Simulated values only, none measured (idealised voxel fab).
This section sets out a process module, namely voxel capacitor over wiring.
The width of the displayed cross-section, cut, is 270 nm; its cells are square, with a size of 5 nm.
Notation: cross-section as square-cell grid; stated in bands, top first, going down; one or more cell rows per band. The entry gives the band's vertical extent as a top height and a bottom height in nm, then its horizontal make-up as materials from left to right, each with a width in nm. "air" stands for empty space; a single material marked "full width" fills the band edge to edge. Heights are measured from 0, the level below which the as-received wafer is all one material; the lowest band has no bottom and continues downward, written as in "from 0 down". A width given as "30->40" starts at the first number in the band's top row and ends at the second number in its bottom row, shifting by an equal amount at every step from row to row. Given "no alterations made" for a step, no cell of the cross-section differs between before and after that step. The list in "Fully enclosed voids" covers empty spaces of 8 cells or more that cannot reach the top through any open way, and it gives each as width x height at distance; the distance is from the left edge, and width, height and distance are in nm. Step line, after settings: the simulator's comment on this step. "overlay nm" answers the question of how far to the right of plan the mask lay on a step that has a mask, and when it is negative the answer is to the left.

The steps planned for the process are as follows:
1. RECEIVE, material Si
2. CONFORMAL_DEP, material SiO2, thk nm 15
3. DIRECTIONAL_DEP, material TiN, thk nm 5
4. DIRECTIONAL_DEP, material Ru, thk nm 25
5. PATTERN, tone cover, mask id METAL_1, material resist, width nm 20, pitch nm 75, thk nm 15, overlay nm 0
6. DIRECTIONAL_ETCH, etch materials Ru, depth nm 25
7. DIRECTIONAL_ETCH, etch materials TiN, depth nm 5
8. STRIP, etch materials resist
9. CONFORMAL_DEP, material SiN, thk nm 5
10. FILL_DEP, material lowk, thk nm 10
11. CMP, height nm 45
12. CONFORMAL_DEP, material SiCN, thk nm 5
13. DIRECTIONAL_DEP, material lowk, thk nm 10
14. DIRECTIONAL_DEP, material aC, thk nm 10
15. PATTERN, tone open, mask id PLUG_1, material resist, width nm 15, thk nm 25, overlay nm 0
16. DIRECTIONAL_ETCH, etch materials aC, depth nm 10
17. STRIP, etch materials resist
18. DIRECTIONAL_ETCH, etch materials lowk, depth nm 10
19. DIRECTIONAL_ETCH, etch materials SiCN, depth nm 5
20. STRIP, etch materials aC
21. CONFORMAL_DEP, material TiN, thk nm 5
22. FILL_DEP, material Ru, thk nm 10
23. CMP, height nm 60
24. DIRECTIONAL_DEP, material TiN, thk nm 10
25. DIRECTIONAL_DEP, material SiN, thk nm 5
26. DIRECTIONAL_DEP, material TiN, thk nm 10
27. PATTERN, tone cover, mask id UPPER_PLATE, material resist, width nm 60, thk nm 20, overlay nm 0
28. DIRECTIONAL_ETCH, etch materials TiN, depth nm 10
29. DIRECTIONAL_ETCH, etch materials SiN, depth nm 5
30. STRIP, etch materials resist
31. MASKED_ETCH, tone cover, mask id LOWER_PLATE, width nm 70, etch materials TiN, depth nm 10, overlay nm 0
32. FILL_DEP, material SiO2, thk nm 20
33. CMP, height nm 100
34. DIRECTIONAL_DEP, material aC, thk nm 10
35. PATTERN, tone open, mask id PLUG_2, material resist, width nm 15, thk nm 25, overlay nm 0
36. DIRECTIONAL_ETCH, etch materials aC, depth nm 10
37. STRIP, etch materials resist
38. DIRECTIONAL_ETCH, etch materials SiO2, depth nm 15
39. STRIP, etch materials aC
40. CONFORMAL_DEP, material TiN, thk nm 5
41. FILL_DEP, material Ru, thk nm 10
42. CMP, height nm 100
43. CONFORMAL_DEP, material SiN, thk nm 5

First of two wafers: run as planned:

Wafer at receipt (post step 1), cross-section:
* from 0 down = Si full width
* Fully enclosed voids: none

After step 2, in cross-section:
* from 15 to 0 = SiO2 full width
* Everything under 0 stays put, no change at all.

After step 3, in cross-section:
* from 20 to 15 = TiN full width
* Everything under 15 stays put, no change at all.

After step 4, in cross-section:
* from 45 to 20 = Ru full width
* Everything under 20 stays put, no change at all.

After step 5, in cross-section:
* from 60 to 45 = 85 nm air | 20 nm resist | 55 nm air | 20 nm resist | 90 nm air
* Everything under 45 stays put, no change at all.

After step 6, in cross-section:
* from 60 to 45 = 85 nm air | 20 nm resist | 55 nm air | 20 nm resist | 90 nm air
* from 45 to 20 = 85 nm air | 20 nm Ru | 55 nm air | 20 nm Ru | 90 nm air
* Everything under 20 stays put, no change at all.

After step 7, in cross-section:
* from 60 to 45 = 85 nm air | 20 nm resist | 55 nm air | 20 nm resist | 90 nm air
* from 45 to 20 = 85 nm air | 20 nm Ru | 55 nm air | 20 nm Ru | 90 nm air
* from 20 to 15 = 85 nm air | 20 nm TiN | 55 nm air | 20 nm TiN | 90 nm air
* Everything under 15 stays put, no change at all.

After step 8, in cross-section:
* from 45 to 20 = 85 nm air | 20 nm Ru | 55 nm air | 20 nm Ru | 90 nm air
* Everything under 20 stays put, no change at all.

After step 9, in cross-section:
* from 50 to 45 = 80 nm air | 30 nm SiN | 45 nm air | 30 nm SiN | 85 nm air
* from 45 to 20 = 80 nm air | 5 nm SiN | 20 nm Ru | 5 nm SiN | 45 nm air | 5 nm SiN | 20 nm Ru | 5 nm SiN | 85 nm air
* from 20 to 15 = 85 nm SiN | 20 nm TiN | 55 nm SiN | 20 nm TiN | 90 nm SiN
* Everything under 15 stays put, no change at all.

After step 10, in cross-section:
* from 60 to 50 = lowk full width
* from 50 to 45 = 80 nm lowk | 30 nm SiN | 45 nm lowk | 30 nm SiN | 85 nm lowk
* from 45 to 20 = 80 nm lowk | 5 nm SiN | 20 nm Ru | 5 nm SiN | 45 nm lowk | 5 nm SiN | 20 nm Ru | 5 nm SiN | 85 nm lowk
* Everything under 20 stays put, no change at all.

After step 11, in cross-section:
* from 45 to 20 = 80 nm lowk | 5 nm SiN | 20 nm Ru | 5 nm SiN | 45 nm lowk | 5 nm SiN | 20 nm Ru | 5 nm SiN | 85 nm lowk
* Everything under 20 stays put, no change at all.

After step 12, in cross-section:
* from 50 to 45 = SiCN full width
* Everything under 45 stays put, no change at all.

After step 13, in cross-section:
* from 60 to 50 = lowk full width
* Everything under 50 stays put, no change at all.

After step 14, in cross-section:
* from 70 to 60 = aC full width
* Everything under 60 stays put, no change at all.

After step 15, in cross-section:
* from 95 to 70 = 90 nm resist | 15 nm air | 165 nm resist
* Everything under 70 stays put, no change at all.

After step 16, in cross-section:
* from 85 to 70 = 90 nm resist | 15 nm air | 165 nm resist
* from 70 to 60 = 90 nm aC | 15 nm air | 165 nm aC
* Everything under 60 stays put, no change at all.

After step 17, in cross-section:
* from 70 to 60 = 90 nm aC | 15 nm air | 165 nm aC
* Everything under 60 stays put, no change at all.

After step 18, in cross-section:
* from 70 to 60 = 90 nm aC | 15 nm air | 165 nm aC
* from 60 to 50 = 90 nm lowk | 15 nm air | 165 nm lowk
* Everything under 50 stays put, no change at all.

After step 19, in cross-section:
* from 70 to 60 = 90 nm aC | 15 nm air | 165 nm aC
* from 60 to 50 = 90 nm lowk | 15 nm air | 165 nm lowk
* from 50 to 45 = 90 nm SiCN | 15 nm air | 165 nm SiCN
* Everything under 45 stays put, no change at all.

After step 20, in cross-section:
* from 60 to 50 = 90 nm lowk | 15 nm air | 165 nm lowk
* Everything under 50 stays put, no change at all.

After step 21, in cross-section:
* from 65 to 60 = 95 nm TiN | 5 nm air | 170 nm TiN
* from 60 to 50 = 90 nm lowk | 5 nm TiN | 5 nm air | 5 nm TiN | 165 nm lowk
* from 50 to 45 = 90 nm SiCN | 15 nm TiN | 165 nm SiCN
* Everything under 45 stays put, no change at all.

After step 22, in cross-section:
* from 75 to 65 = Ru full width
* from 65 to 60 = 95 nm TiN | 5 nm Ru | 170 nm TiN
* from 60 to 50 = 90 nm lowk | 5 nm TiN | 5 nm Ru | 5 nm TiN | 165 nm lowk
* Everything under 50 stays put, no change at all.

After step 23, in cross-section:
* from 60 to 50 = 90 nm lowk | 5 nm TiN | 5 nm Ru | 5 nm TiN | 165 nm lowk
* Everything under 50 stays put, no change at all.

After step 24, in cross-section:
* from 70 to 60 = TiN full width
* Everything under 60 stays put, no change at all.

After step 25, in cross-section:
* from 75 to 70 = SiN full width
* Everything under 70 stays put, no change at all.

After step 26, in cross-section:
* from 85 to 75 = TiN full width
* Everything under 75 stays put, no change at all.

After step 27, in cross-section:
* from 105 to 85 = 90 nm air | 60 nm resist | 120 nm air
* Everything under 85 stays put, no change at all.

After step 28, in cross-section:
* from 105 to 85 = 90 nm air | 60 nm resist | 120 nm air
* from 85 to 75 = 90 nm air | 60 nm TiN | 120 nm air
* Everything under 75 stays put, no change at all.

After step 29, in cross-section:
* from 105 to 85 = 90 nm air | 60 nm resist | 120 nm air
* from 85 to 75 = 90 nm air | 60 nm TiN | 120 nm air
* from 75 to 70 = 90 nm air | 60 nm SiN | 120 nm air
* Everything under 70 stays put, no change at all.

After step 30, in cross-section:
* from 85 to 75 = 90 nm air | 60 nm TiN | 120 nm air
* Everything under 75 stays put, no change at all.

After step 31, in cross-section:
* from 85 to 75 = 90 nm air | 60 nm TiN | 120 nm air
* from 75 to 70 = 90 nm air | 60 nm SiN | 120 nm air
* from 70 to 60 = 85 nm air | 70 nm TiN | 115 nm air
* Everything under 60 stays put, no change at all.

After step 32, in cross-section:
* from 105 to 85 = SiO2 full width
* from 85 to 75 = 90 nm SiO2 | 60 nm TiN | 120 nm SiO2
* from 75 to 70 = 90 nm SiO2 | 60 nm SiN | 120 nm SiO2
* from 70 to 60 = 85 nm SiO2 | 70 nm TiN | 115 nm SiO2
* Everything under 60 stays put, no change at all.

After step 33, in cross-section:
* from 100 to 85 = SiO2 full width
* Everything under 85 stays put, no change at all.

After step 34, in cross-section:
* from 110 to 100 = aC full width
* Everything under 100 stays put, no change at all.

After step 35, in cross-section:
* from 135 to 110 = 100 nm resist | 15 nm air | 155 nm resist
* Everything under 110 stays put, no change at all.

After step 36, in cross-section:
* from 125 to 110 = 100 nm resist | 15 nm air | 155 nm resist
* from 110 to 100 = 100 nm aC | 15 nm air | 155 nm aC
* Everything under 100 stays put, no change at all.

After step 37, in cross-section:
* from 110 to 100 = 100 nm aC | 15 nm air | 155 nm aC
* Everything under 100 stays put, no change at all.

After step 38, in cross-section:
* from 110 to 100 = 100 nm aC | 15 nm air | 155 nm aC
* from 100 to 85 = 100 nm SiO2 | 15 nm air | 155 nm SiO2
* Everything under 85 stays put, no change at all.

After step 39, in cross-section:
* from 100 to 85 = 100 nm SiO2 | 15 nm air | 155 nm SiO2
* Everything under 85 stays put, no change at all.

After step 40, in cross-section:
* from 105 to 100 = 105 nm TiN | 5 nm air | 160 nm TiN
* from 100 to 90 = 100 nm SiO2 | 5 nm TiN | 5 nm air | 5 nm TiN | 155 nm SiO2
* from 90 to 85 = 100 nm SiO2 | 15 nm TiN | 155 nm SiO2
* Everything under 85 stays put, no change at all.

After step 41, in cross-section:
* from 115 to 105 = Ru full width
* from 105 to 100 = 105 nm TiN | 5 nm Ru | 160 nm TiN
* from 100 to 90 = 100 nm SiO2 | 5 nm TiN | 5 nm Ru | 5 nm TiN | 155 nm SiO2
* Everything under 90 stays put, no change at all.

After step 42, in cross-section:
* from 100 to 90 = 100 nm SiO2 | 5 nm TiN | 5 nm Ru | 5 nm TiN | 155 nm SiO2
* Everything under 90 stays put, no change at all.

After step 43, in cross-section:
* from 105 to 100 = SiN full width
* Everything under 100 stays put, no change at all.

The Second Wafer: Common Origin and Plan, One Mistake in Execution, Identical to the First Through Step 30:

Here is the second wafer in cross-section at the point where step 31 of the plan should have been done:
* from 85 to 75 = 90 nm air | 60 nm TiN | 120 nm air
* from 75 to 70 = 90 nm air | 60 nm SiN | 120 nm air
* from 70 to 60 = 90 nm air | 70 nm TiN | 110 nm air
* Everything under 60 stays put, no change at all.

Here is the second wafer in cross-section at the point where step 32 of the plan should have been done:
* from 105 to 85 = SiO2 full width
* from 85 to 75 = 90 nm SiO2 | 60 nm TiN | 120 nm SiO2
* from 75 to 70 = 90 nm SiO2 | 60 nm SiN | 120 nm SiO2
* from 70 to 60 = 90 nm SiO2 | 70 nm TiN | 110 nm SiO2
* Everything under 60 stays put, no change at all.

Here is the second wafer in cross-section at the point where step 33 of the plan should have been done:
* from 100 to 85 = SiO2 full width
* Everything under 85 stays put, no change at all.

Here is the second wafer in cross-section at the point where step 34 of the plan should have been done:
* from 110 to 100 = aC full width
* Everything under 100 stays put, no change at all.

Here is the second wafer in cross-section at the point where step 35 of the plan should have been done:
* from 135 to 110 = 100 nm resist | 15 nm air | 155 nm resist
* Everything under 110 stays put, no change at all.

Here is the second wafer in cross-section at the point where step 36 of the plan should have been done:
* from 125 to 110 = 100 nm resist | 15 nm air | 155 nm resist
* from 110 to 100 = 100 nm aC | 15 nm air | 155 nm aC
* Everything under 100 stays put, no change at all.

Here is the second wafer in cross-section at the point where step 37 of the plan should have been done:
* from 110 to 100 = 100 nm aC | 15 nm air | 155 nm aC
* Everything under 100 stays put, no change at all.

Here is the second wafer in cross-section at the point where step 38 of the plan should have been done:
* from 110 to 100 = 100 nm aC | 15 nm air | 155 nm aC
* from 100 to 85 = 100 nm SiO2 | 15 nm air | 155 nm SiO2
* Everything under 85 stays put, no change at all.

Here is the second wafer in cross-section at the point where step 39 of the plan should have been done:
* from 100 to 85 = 100 nm SiO2 | 15 nm air | 155 nm SiO2
* Everything under 85 stays put, no change at all.

Here is the second wafer in cross-section at the point where step 40 of the plan should have been done:
* from 105 to 100 = 105 nm TiN | 5 nm air | 160 nm TiN
* from 100 to 90 = 100 nm SiO2 | 5 nm TiN | 5 nm air | 5 nm TiN | 155 nm SiO2
* from 90 to 85 = 100 nm SiO2 | 15 nm TiN | 155 nm SiO2
* Everything under 85 stays put, no change at all.

Here is the second wafer in cross-section at the point where step 41 of the plan should have been done:
* from 115 to 105 = Ru full width
* from 105 to 100 = 105 nm TiN | 5 nm Ru | 160 nm TiN
* from 100 to 90 = 100 nm SiO2 | 5 nm TiN | 5 nm Ru | 5 nm TiN | 155 nm SiO2
* Everything under 90 stays put, no change at all.

Here is the second wafer in cross-section at the point where step 42 of the plan should have been done:
* from 100 to 90 = 100 nm SiO2 | 5 nm TiN | 5 nm Ru | 5 nm TiN | 155 nm SiO2
* Everything under 90 stays put, no change at all.

Here is the second wafer in cross-section at the point where step 43 of the plan should have been done:
* from 105 to 100 = SiN full width
* Everything under 100 stays put, no change at all.
Which mistake was made when the wafer was run? step 31: run off-plan, actual operation and settings MASKED_ETCH, tone cover, mask id LOWER_PLATE, width nm 70, etch materials TiN, depth nm 10, overlay nm 5
When the process is done, the second wafer contains the same cell count of every material as the first wafer, but distributed over other locations.
